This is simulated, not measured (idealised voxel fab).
Proc. module: voxel transistor to metal
Displayed cross-section: cut, width of 290 nm, square cells sized 5 nm.
Just so we're on the same page, the cross-sections are grids of square cells, and they're listed out in bands top to bottom, each band one or more rows deep.
Top, bottom (nm), then materials left to right with widths (nm); lone material tagged "full width" fills the whole band edge to edge; "air" = empty space.
Height datum 0, below which the as-received substrate wafer is one material. Lowest band open at the bottom, running downward: "top 0, no bottom".
The two numbers in a width such as "30->40" mark its ends across the band: the first belongs to the top row of cells, the second to the bottom row, and from each row to the next the width moves by the same amount.
Reading "everything unchanged" for a step: not a cell of the cross-section changed in it.
In "Trapped voids" the enclosed voids are listed, meaning empty spaces of 8 cells or larger without any opening to the top. The form is width x height at distance, distance from the left edge, units nm.
Read whatever lies past the settings on a step's line as the simulator's own remark about the step.
A step line may carry the setting "overlay nm", which, for steps involving a mask, states the distance by which the mask lay to the right of its intended position; negative values denote displacement to the left.
Planned process steps:
1 RECEIVE,material Si
2 CONFORMAL_DEP,material SiO2,thk nm 5
3 CONFORMAL_DEP,material SiN,thk nm 15
4 DIRECTIONAL_DEP,material aC,thk nm 10
5 PATTERN,tone cover,mask id ACTIVE,material resist,width nm 105,pitch nm 135,thk nm 30,overlay nm 0
6 DIRECTIONAL_ETCH,etch materials aC,depth nm 10
7 STRIP,etch materials resist
8 DIRECTIONAL_ETCH,etch materials SiN,depth nm 15
9 DIRECTIONAL_ETCH,etch materials SiO2,depth nm 5
10 DIRECTIONAL_ETCH,etch materials Si,depth nm 35
11 STRIP,etch materials aC
12 OXIDIZE,depth nm 5
13 FILL_DEP,material SiO2,thk nm 15
14 CMP,height nm 20
15 SELECTIVE_ETCH,etch materials SiO2,depth nm 10
16 STRIP,etch materials SiN
17 SELECTIVE_ETCH,etch materials SiO2,depth nm 5
18 OXIDIZE,depth nm 5
19 DIRECTIONAL_DEP,material polySi,thk nm 25
20 DIRECTIONAL_DEP,material SiCN,thk nm 10
21 MASKED_ETCH,tone cover,mask id GATE,width nm 25,pitch nm 135,etch materials SiCN,depth nm 20,overlay nm 0
22 MASKED_ETCH,tone cover,mask id GATE,width nm 25,pitch nm 135,etch materials polySi,depth nm 35,overlay nm 0
23 CONFORMAL_DEP,material SiO2,thk nm 5
24 DIRECTIONAL_ETCH,etch materials SiO2,depth nm 5
25 CONFORMAL_DEP,material SiN,thk nm 10
26 DIRECTIONAL_ETCH,etch materials SiN,depth nm 10
27 DIRECTIONAL_ETCH,etch materials SiO2,depth nm 5
28 DIRECTIONAL_ETCH,etch materials Si,depth nm 10
29 EPI,material pSi,thk nm 15
30 FILL_DEP,material SiO2,thk nm 10
31 CMP,height nm 25
32 STRIP,etch materials polySi
33 SELECTIVE_ETCH,etch materials SiO2,depth nm 5
34 CONFORMAL_DEP,material HfO2,thk nm 5
35 CONFORMAL_DEP,material TiN,thk nm 5
36 FILL_DEP,material W,thk nm 10
37 CMP,height nm 20
38 DIRECTIONAL_DEP,material SiO2,thk nm 10
39 DIRECTIONAL_DEP,material aC,thk nm 15
40 PATTERN,tone open,mask id CONTACT,material resist,width nm 20,thk nm 35,overlay nm 0
41 DIRECTIONAL_ETCH,etch materials aC,depth nm 15
42 STRIP,etch materials resist
43 DIRECTIONAL_ETCH,etch materials SiO2,depth nm 20
44 STRIP,etch materials aC
45 CONFORMAL_DEP,material TiN,thk nm 5
46 FILL_DEP,material Ru,thk nm 5
47 CMP,height nm 30
48 DIRECTIONAL_DEP,material TiN,thk nm 5
49 DIRECTIONAL_DEP,material W,thk nm 20
50 DIRECTIONAL_DEP,material aC,thk nm 10
51 PATTERN,tone cover,mask id METAL_1,material resist,width nm 20,thk nm 25,overlay nm 0
52 DIRECTIONAL_ETCH,etch materials aC,depth nm 10
53 STRIP,etch materials resist
54 DIRECTIONAL_ETCH,etch materials W,depth nm 20
55 DIRECTIONAL_ETCH,etch materials TiN,depth nm 5
56 STRIP,etch materials aC
57 FILL_DEP,material lowk,thk nm 10
58 CMP,height nm 55
59 CONFORMAL_DEP,material SiCN,thk nm 5
60 DIRECTIONAL_DEP,material SiO2,thk nm 35
61 MASKED_ETCH,tone open,mask id METAL_2_HOLES,width nm 15,pitch nm 135,etch materials SiO2,depth nm 35,overlay nm 0
62 DIRECTIONAL_DEP,material aC,thk nm 10
63 PATTERN,tone open,mask id METAL_2,material resist,width nm 20,pitch nm 135,thk nm 25,overlay nm 0
64 DIRECTIONAL_ETCH,etch materials aC,depth nm 10
65 STRIP,etch materials resist
66 DIRECTIONAL_ETCH,etch materials SiO2,depth nm 20
67 DIRECTIONAL_ETCH,etch materials SiCN,depth nm 5
68 STRIP,etch materials aC
69 CONFORMAL_DEP,material TiN,thk nm 5
70 FILL_DEP,material Cu,thk nm 10
71 CMP,height nm 95
72 CONFORMAL_DEP,material SiN,thk nm 5
As-received state of the wafer in cross-section, equivalent to post-step 1:
top 0, no bottom: Si full width
Trapped voids: none
Cross-section, first of two wafers, end of module, run as planned:
top 100, bottom 95: SiN full width
top 95, bottom 80: SiO2 (30) | TiN (5) | Cu (10) | TiN (5) | SiO2 (115) | TiN (5) | Cu (10) | TiN (5) | SiO2 (105)
top 80, bottom 75: SiO2 (30) | TiN (5) | Cu (5) | TiN (10) | SiO2 (115) | TiN (5) | Cu (5) | TiN (10) | SiO2 (105)
top 75, bottom 60: SiO2 (30) | TiN (5) | Cu (5) | TiN (5) | SiO2 (120) | TiN (5) | Cu (5) | TiN (5) | SiO2 (110)
top 60, bottom 55: SiCN (30) | TiN (15) | SiCN (120) | TiN (15) | SiCN (110)
top 55, bottom 35: lowk (30) | W (20) | lowk (55) | W (20) | lowk (40) | W (20) | lowk (55) | W (20) | lowk (30)
top 35, bottom 30: lowk (30) | TiN (20) | lowk (55) | TiN (20) | lowk (40) | TiN (20) | lowk (55) | TiN (20) | lowk (30)
top 30, bottom 20: SiO2 (30) | TiN (5) | Ru (10) | TiN (5) | SiO2 (55) | TiN (5) | Ru (10) | TiN (5) | SiO2 (40) | TiN (5) | Ru (10) | TiN (5) | SiO2 (55) | TiN (5) | Ru (10) | TiN (5) | SiO2 (30)
top 20, bottom 15: SiO2 (30) | TiN (5) | Ru (10) | TiN (5) | SiN (10) | HfO2 (5) | TiN (5) | W (15) | TiN (5) | HfO2 (5) | SiN (10) | TiN (5) | Ru (10) | TiN (5) | SiO2 (40) | TiN (5) | Ru (10) | TiN (5) | SiN (10) | HfO2 (5) | TiN (5) | W (15) | TiN (5) | HfO2 (5) | SiN (10) | TiN (5) | Ru (10) | TiN (5) | SiO2 (30)
top 15, bottom 10: SiO2 (30) | TiN (20) | SiN (10) | HfO2 (5) | TiN (5) | W (15) | TiN (5) | HfO2 (5) | SiN (10) | TiN (20) | SiO2 (40) | TiN (20) | SiN (10) | HfO2 (5) | TiN (5) | W (15) | TiN (5) | HfO2 (5) | SiN (10) | TiN (20) | SiO2 (30)
top 10, bottom 5: SiO2 (30) | pSi (20) | SiN (10) | HfO2 (5) | TiN (5) | W (15) | TiN (5) | HfO2 (5) | SiN (10) | pSi (20) | SiO2 (40) | pSi (20) | SiN (10) | HfO2 (5) | TiN (5) | W (15) | TiN (5) | HfO2 (5) | SiN (10) | pSi (20) | SiO2 (30)
top 5, bottom 0: SiO2 (25) | SiN (10) | pSi (15) | SiN (10) | HfO2 (5) | TiN (25) | HfO2 (5) | SiN (10) | pSi (15) | SiN (10) | SiO2 (30) | SiN (10) | pSi (15) | SiN (10) | HfO2 (5) | TiN (25) | HfO2 (5) | SiN (10) | pSi (15) | SiN (10) | SiO2 (25)
top 0, bottom -5: SiO2 (35) | pSi (15) | SiO2 (10) | HfO2 (35) | SiO2 (10) | pSi (15) | SiO2 (50) | pSi (15) | SiO2 (10) | HfO2 (35) | SiO2 (10) | pSi (15) | SiO2 (35)
top -5, bottom -15: SiO2 (30) | Si (5) | pSi (15) | Si (55) | pSi (15) | Si (5) | SiO2 (40) | Si (5) | pSi (15) | Si (55) | pSi (15) | Si (5) | SiO2 (30)
top -15, bottom -40: SiO2 (30) | Si (95) | SiO2 (40) | Si (95) | SiO2 (30)
top -40, no bottom: Si full width
Trapped voids: none
End of module, second wafer, cross-section. Started like the first, planned like the first, run with one mistake:
top 100, bottom 95: SiN full width
top 95, bottom 80: SiO2 (30) | TiN (5) | Cu (10) | TiN (5) | SiO2 (115) | TiN (5) | Cu (10) | TiN (5) | SiO2 (105)
top 80, bottom 75: SiO2 (30) | TiN (5) | Cu (5) | TiN (10) | SiO2 (115) | TiN (5) | Cu (5) | TiN (10) | SiO2 (105)
top 75, bottom 60: SiO2 (30) | TiN (5) | Cu (5) | TiN (5) | SiO2 (120) | TiN (5) | Cu (5) | TiN (5) | SiO2 (110)
top 60, bottom 55: SiCN (30) | TiN (15) | SiCN (120) | TiN (15) | SiCN (110)
top 55, bottom 35: lowk (30) | W (20) | lowk (55) | W (20) | lowk (40) | W (20) | lowk (55) | W (20) | lowk (30)
top 35, bottom 30: lowk (30) | TiN (20) | lowk (55) | TiN (20) | lowk (40) | TiN (20) | lowk (55) | TiN (20) | lowk (30)
top 30, bottom 20: SiO2 (30) | TiN (5) | Ru (10) | TiN (5) | SiO2 (55) | TiN (5) | Ru (10) | TiN (5) | SiO2 (40) | TiN (5) | Ru (10) | TiN (5) | SiO2 (55) | TiN (5) | Ru (10) | TiN (5) | SiO2 (30)
top 20, bottom 15: SiO2 (30) | TiN (5) | Ru (10) | TiN (5) | SiN (10) | HfO2 (5) | TiN (5) | W (15) | TiN (5) | HfO2 (5) | SiN (10) | TiN (5) | Ru (10) | TiN (5) | SiO2 (40) | TiN (5) | Ru (10) | TiN (5) | SiN (10) | HfO2 (5) | TiN (5) | W (15) | TiN (5) | HfO2 (5) | SiN (10) | TiN (5) | Ru (10) | TiN (5) | SiO2 (30)
top 15, bottom 10: SiO2 (30) | TiN (20) | SiN (10) | HfO2 (5) | TiN (5) | W (15) | TiN (5) | HfO2 (5) | SiN (10) | TiN (20) | SiO2 (40) | TiN (20) | SiN (10) | HfO2 (5) | TiN (5) | W (15) | TiN (5) | HfO2 (5) | SiN (10) | TiN (20) | SiO2 (30)
top 10, bottom 5: SiO2 (50) | SiN (10) | HfO2 (5) | TiN (5) | W (15) | TiN (5) | HfO2 (5) | SiN (10) | SiO2 (80) | SiN (10) | HfO2 (5) | TiN (5) | W (15) | TiN (5) | HfO2 (5) | SiN (10) | SiO2 (50)
top 5, bottom 0: SiO2 (25) | SiN (10) | SiO2 (15) | SiN (10) | HfO2 (5) | TiN (25) | HfO2 (5) | SiN (10) | SiO2 (15) | SiN (10) | SiO2 (30) | SiN (10) | SiO2 (15) | SiN (10) | HfO2 (5) | TiN (25) | HfO2 (5) | SiN (10) | SiO2 (15) | SiN (10) | SiO2 (25)
top 0, bottom -5: SiO2 (60) | HfO2 (35) | SiO2 (100) | HfO2 (35) | SiO2 (60)
top -5, bottom -10: SiO2 full width
top -10, bottom -40: SiO2 (30) | Si (95) | SiO2 (40) | Si (95) | SiO2 (30)
top -40, no bottom: Si full width
Trapped voids: none
So what did we get wrong on this run? step 18, actual vs plan mismatch, actual run OXIDIZE,depth nm 10
In the final state, the cell counts of the second wafer exceed or fall short of those of the first for the following materials: -14 Si, +78 SiO2, -64 pSi
